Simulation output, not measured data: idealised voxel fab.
process module | voxel released beams
cross-section cut | 245 nm wide | cells 5 nm
A cross-section is a grid of square cells, given in bands from the top down. A band is one or more rows of cells.
Each band's line starts with the height of the band's top and of its bottom, in nm. Then come its materials from left to right, each with its width in nm. One material with "throughout" fills the band from edge to edge. "air" is empty space.
Height 0 is the level under which the wafer as received is all one material. The lowest band goes on downwards, as in "0 down".
A width such as "30 to 40" changes by the same amount from each row of cells to the next, from the band's top row to its bottom row.
"no change" after a step means that no cell of the cross-section changed.
closed voids: empty space of 8 cells or more with no open way to the top, each as width x height at its distance from the left edge, in nm
after a step's settings: what the simulator itself notes on the step
overlay nm, on a step with a mask: how far to the right of its planned place the mask lay; to the left if negative
plan
1 op RECEIVE | material Si
2 op CONFORMAL_DEP | material Al2O3 | thk nm 10
3 op DIRECTIONAL_DEP | material SiO2 | thk nm 20
4 op MASKED_ETCH | tone open | mask id ANCHOR | width nm 45 | etch materials SiO2 | depth nm 20 | overlay nm 0
5 op CONFORMAL_DEP | material polySi | thk nm 15
6 op MASKED_ETCH | tone cover | mask id BEAM | width nm 105 | etch materials polySi | depth nm 15 | overlay nm 0
7 op STRIP | etch materials SiO2
first wafer, as planned
as received, after step 1
  0 down: Si throughout
  closed voids: none
after step 2
  10 to 0: Al2O3 throughout
  below 0: unchanged
after step 3
  30 to 10: SiO2 throughout
  below 10: unchanged
after step 4
  30 to 10: SiO2 70 | air 45 | SiO2 130
  below 10: unchanged
after step 5
  45 to 30: polySi 85 | air 15 | polySi 145
  30 to 25: SiO2 70 | polySi 15 | air 15 | polySi 15 | SiO2 130
  25 to 10: SiO2 70 | polySi 45 | SiO2 130
  below 10: unchanged
after step 6
  45 to 30: air 65 | polySi 20 | air 15 | polySi 70 | air 75
  below 30: unchanged
after step 7
  45 to 30: air 65 | polySi 20 | air 15 | polySi 70 | air 75
  30 to 25: air 70 | polySi 15 | air 15 | polySi 15 | air 130
  25 to 10: air 70 | polySi 45 | air 130
  below 10: unchanged
second wafer: like start, like plan, one mistake. Through step 4 it matches the first wafer
when step 5 should have ended
  60 to 30: polySi throughout
  30 to 10: SiO2 70 | polySi 45 | SiO2 130
  below 10: unchanged
when step 6 should have ended
  60 to 45: air 65 | polySi 105 | air 75
  below 45: unchanged
when step 7 should have ended: no change
what went wrong: step 5 was run twice
at the end the second wafer has, in cells: 160 more of SiO2 | 159 more of polySi
